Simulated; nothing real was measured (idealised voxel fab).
The name of this process module is voxel quadruple lines.
cross-section cut | 265 nm wide | cells 5 nm
Square cells in a grid make up a cross-section in this document, and the grid is given as bands, listed from the top down, each one or more rows of cells. Heads up on the band format: heights come first, top then bottom, in nm. After that it's the materials left to right, each with its width in nm. A single material flagged "all across" fills the whole band edge to edge, and "empty" means there's empty space there. We count height from 0. Below that, the starting wafer is all one material. The lowest band never ends at the bottom but goes on down; see "0..down" for how that is written. So if you see something like "30 to 40" for the width, read it as the top row of the band sitting at the first number and the bottom row at the second, with every row in between moving by the same amount as the last. "no modifications", as given for a step, is the statement that not any cell of the cross-section underwent a change during that step. Basically, "Cavities, closed" tells you about the enclosed voids: empty spaces with no open way to the top, 8 cells or bigger, each written width x height at distance, where distance is from the left edge, all in nm. Post-settings text on a step line: simulator's own remark regarding the step. For masked steps, "overlay nm" on the step line gives how far right of plan the mask actually lay; a minus sign means it lay to the left.

Here's what the planned process steps look like
1) RECEIVE | material Si
2) CONFORMAL_DEP | material Al2O3 | thk nm 5
3) DIRECTIONAL_DEP | material Ru | thk nm 15
4) DIRECTIONAL_DEP | material polySi | thk nm 20
5) DIRECTIONAL_DEP | material aC | thk nm 20
6) PATTERN | tone cover | mask id MANDREL | material resist | width nm 20 | thk nm 25 | overlay nm 0
7) DIRECTIONAL_ETCH | etch materials aC | depth nm 20
8) STRIP | etch materials resist
9) CONFORMAL_DEP | material SiO2 | thk nm 10
10) DIRECTIONAL_ETCH | etch materials SiO2 | depth nm 10
11) STRIP | etch materials aC
12) DIRECTIONAL_ETCH | etch materials polySi | depth nm 20
13) STRIP | etch materials SiO2
14) CONFORMAL_DEP | material SiN | thk nm 5
15) DIRECTIONAL_ETCH | etch materials SiN | depth nm 5
16) STRIP | etch materials polySi
17) DIRECTIONAL_ETCH | etch materials Ru | depth nm 15
18) STRIP | etch materials SiN

As-received state of the wafer in cross-section, equivalent to post-step 1
* 0..down | Si all across
* Cavities, closed: none

Wafer cross-section at module end: first of two, run to plan
* 20..5 | 105 nm empty; 5 nm Ru; 10 nm empty; 5 nm Ru; 10 nm empty; 5 nm Ru; 10 nm empty; 5 nm Ru; 110 nm empty
* 5..0 | Al2O3 all across
* 0..down | Si all across
* Cavities, closed: none

Cross-sectional image of the second wafer of the two following completion of the module. Starting state and process plan were the same as for the first wafer; one execution error occurred
* 20..5 | 105 nm empty; 5 nm Ru; 10 nm empty; 5 nm Ru; 15 nm empty; 5 nm Ru; 10 nm empty; 5 nm Ru; 105 nm empty
* 5..0 | Al2O3 all across
* 0..down | Si all across
* Cavities, closed: none
What broke from the plan during processing? step 6: run off-plan, actual operation and settings PATTERN | tone cover | mask id MANDREL | material resist | width nm 25 | thk nm 25 | overlay nm 0
If you tally the cells, the second wafer ends up with the same amount of every material as the first; it's all just sitting in different places.
